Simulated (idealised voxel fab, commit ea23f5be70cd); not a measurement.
Process module name: voxel wiring stack
The width of the displayed cross-section, cut, is 200 nm; its cells are square, with a size of 5 nm.
Cross-section format: a grid of square cells, given as bands from top to bottom; each band is one or more rows of cells. In this notation a band is specified by the heights of its top and bottom, in that order and in nm, after which its materials appear from left to right, each paired with its width in nm. The word "all across" attached to a single material means that material fills the band from edge to edge; the word "blank" stands for empty space. A quick word on heights: they are counted from 0, and under that level the wafer as it came to us is one material throughout. The lowest band is different from the rest in having no bottom; it simply continues downward, written as in "0 and below". The expression "30..40" gives the width at the extremes of the band, the first number at its top row of cells and the second at its bottom row, with the width changing by equal amounts from each row to the next in between. Where a step carries "no modification", the cross-section came out of it unchanged, cell for cell. Listed in "Closed-off voids": every empty space of 8 or more cells without an open way to the top. Form: width x height at distance, the distance being from the left edge, all in nm. The remark found on a step's line after its settings is issued by the simulator itself and pertains to that step. Among the settings permitted on a step's line is "overlay nm"; applied to a step with a mask, it specifies the extent to which the mask lay to the right of its planned position, whereas a negative figure signifies a position to the left.
So here's the lineup of process steps we planned:
step 1: RECEIVE (material Si)
step 2: CONFORMAL_DEP (material SiO2; thk nm 15)
step 3: CONFORMAL_DEP (material SiCN; thk nm 5)
step 4: DIRECTIONAL_DEP (material lowk; thk nm 20)
step 5: DIRECTIONAL_DEP (material aC; thk nm 10)
step 6: PATTERN (tone open; mask id METAL_1; material resist; width nm 25; pitch nm 40; thk nm 25; overlay nm 0)
step 7: DIRECTIONAL_ETCH (etch materials aC; depth nm 10)
step 8: STRIP (etch materials resist)
step 9: DIRECTIONAL_ETCH (etch materials lowk; depth nm 20)
step 10: DIRECTIONAL_ETCH (etch materials SiCN; depth nm 5)
step 11: STRIP (etch materials aC)
step 12: CONFORMAL_DEP (material TiN; thk nm 5)
step 13: FILL_DEP (material Ru; thk nm 10)
step 14: CMP (height nm 40)
step 15: CONFORMAL_DEP (material SiCN; thk nm 5)
step 16: DIRECTIONAL_DEP (material lowk; thk nm 35)
step 17: DIRECTIONAL_DEP (material aC; thk nm 15)
step 18: PATTERN (tone open; mask id METAL_2_HOLES; material resist; width nm 15; pitch nm 40; thk nm 30; overlay nm 0)
step 19: DIRECTIONAL_ETCH (etch materials aC; depth nm 15)
step 20: STRIP (etch materials resist)
step 21: DIRECTIONAL_ETCH (etch materials lowk; depth nm 35)
step 22: STRIP (etch materials aC)
step 23: DIRECTIONAL_DEP (material aC; thk nm 10)
step 24: PATTERN (tone open; mask id METAL_2; material resist; width nm 25; pitch nm 40; thk nm 25; overlay nm 0)
step 25: DIRECTIONAL_ETCH (etch materials aC; depth nm 10)
step 26: STRIP (etch materials resist)
step 27: DIRECTIONAL_ETCH (etch materials lowk; depth nm 20)
step 28: DIRECTIONAL_ETCH (etch materials SiCN; depth nm 5)
step 29: STRIP (etch materials aC)
step 30: CONFORMAL_DEP (material TiN; thk nm 5)
step 31: FILL_DEP (material Cu; thk nm 5)
step 32: CMP (height nm 80)
step 33: CONFORMAL_DEP (material SiCN; thk nm 5)
step 34: DIRECTIONAL_DEP (material lowk; thk nm 10)
step 35: MASKED_ETCH (tone open; mask id PLUG_2; width nm 15; pitch nm 80; etch materials lowk; depth nm 10; overlay nm 0)
step 36: MASKED_ETCH (tone open; mask id PLUG_2; width nm 15; pitch nm 80; etch materials SiCN; depth nm 5; overlay nm 0)
step 37: CONFORMAL_DEP (material TiN; thk nm 5)
step 38: FILL_DEP (material W; thk nm 10)
step 39: CMP (height nm 95)
step 40: DIRECTIONAL_DEP (material TiN; thk nm 5)
step 41: DIRECTIONAL_DEP (material Ru; thk nm 25)
step 42: PATTERN (tone cover; mask id METAL_3; material resist; width nm 25; pitch nm 40; thk nm 20; overlay nm 0)
step 43: DIRECTIONAL_ETCH (etch materials Ru; depth nm 25)
step 44: DIRECTIONAL_ETCH (etch materials TiN; depth nm 5)
step 45: STRIP (etch materials resist)
step 46: FILL_DEP (material lowk; thk nm 10)
step 47: CMP (height nm 125)
step 48: CONFORMAL_DEP (material SiCN; thk nm 5)
Wafer cross-section on receipt, i.e. after step 1:
    0 and below  Si all across
    Closed-off voids: none
First wafer at the end, as planned:
    130 down to 125  SiCN all across
    125 down to 100  25 lowk; 25 Ru; 15 lowk; 25 Ru; 15 lowk; 25 Ru; 15 lowk; 25 Ru; 30 lowk
    100 down to 95  25 lowk; 25 TiN; 15 lowk; 25 TiN; 15 lowk; 25 TiN; 15 lowk; 25 TiN; 30 lowk
    95 down to 85  25 lowk; 5 TiN; 5 W; 5 TiN; 65 lowk; 5 TiN; 5 W; 5 TiN; 80 lowk
    85 down to 80  25 SiCN; 15 TiN; 65 SiCN; 15 TiN; 80 SiCN
    80 down to 65  25 lowk; 5 TiN; 15 Cu; 5 TiN; 15 lowk; 5 TiN; 15 Cu; 5 TiN; 15 lowk; 5 TiN; 15 Cu; 5 TiN; 15 lowk; 5 TiN; 15 Cu; 5 TiN; 30 lowk
    65 down to 60  25 lowk; 5 TiN; 5 Cu; 15 TiN; 15 lowk; 5 TiN; 5 Cu; 15 TiN; 15 lowk; 5 TiN; 5 Cu; 15 TiN; 15 lowk; 5 TiN; 5 Cu; 15 TiN; 30 lowk
    60 down to 45  25 lowk; 5 TiN; 5 Cu; 5 TiN; 25 lowk; 5 TiN; 5 Cu; 5 TiN; 25 lowk; 5 TiN; 5 Cu; 5 TiN; 25 lowk; 5 TiN; 5 Cu; 5 TiN; 40 lowk
    45 down to 40  25 SiCN; 15 TiN; 25 SiCN; 15 TiN; 25 SiCN; 15 TiN; 25 SiCN; 15 TiN; 40 SiCN
    40 down to 20  25 lowk; 5 TiN; 15 Ru; 5 TiN; 15 lowk; 5 TiN; 15 Ru; 5 TiN; 15 lowk; 5 TiN; 15 Ru; 5 TiN; 15 lowk; 5 TiN; 15 Ru; 5 TiN; 30 lowk
    20 down to 15  25 SiCN; 25 TiN; 15 SiCN; 25 TiN; 15 SiCN; 25 TiN; 15 SiCN; 25 TiN; 30 SiCN
    15 down to 0  SiO2 all across
    0 and below  Si all across
    Closed-off voids: none
Wafer two (of two), end-of-module cross-section: start = wafer one, plan = wafer one, one run mistake:
    130 down to 125  SiCN all across
    125 down to 100  25 lowk; 25 Ru; 15 lowk; 25 Ru; 15 lowk; 25 Ru; 15 lowk; 25 Ru; 30 lowk
    100 down to 95  25 lowk; 25 TiN; 15 lowk; 25 TiN; 15 lowk; 25 TiN; 15 lowk; 25 TiN; 30 lowk
    95 down to 85  25 lowk; 5 TiN; 5 W; 5 TiN; 65 lowk; 5 TiN; 5 W; 5 TiN; 80 lowk
    85 down to 80  25 SiCN; 15 TiN; 65 SiCN; 15 TiN; 80 SiCN
    80 down to 65  25 lowk; 5 TiN; 5 Cu; 5 TiN; 25 lowk; 5 TiN; 5 Cu; 5 TiN; 25 lowk; 5 TiN; 5 Cu; 5 TiN; 25 lowk; 5 TiN; 5 Cu; 5 TiN; 40 lowk
    65 down to 60  25 lowk; 15 TiN; 25 lowk; 15 TiN; 25 lowk; 15 TiN; 25 lowk; 15 TiN; 40 lowk
    60 down to 45  lowk all across
    45 down to 40  SiCN all across
    40 down to 20  25 lowk; 5 TiN; 15 Ru; 5 TiN; 15 lowk; 5 TiN; 15 Ru; 5 TiN; 15 lowk; 5 TiN; 15 Ru; 5 TiN; 15 lowk; 5 TiN; 15 Ru; 5 TiN; 30 lowk
    20 down to 15  25 SiCN; 25 TiN; 15 SiCN; 25 TiN; 15 SiCN; 25 TiN; 15 SiCN; 25 TiN; 30 SiCN
    15 down to 0  SiO2 all across
    0 and below  Si all across
    Closed-off voids: none
Processing error: plan step 16 was conducted twice
End check, counted in cells, second wafer has more or fewer of these materials than the first: Cu -40 | SiCN +12 | TiN -40 | lowk +68
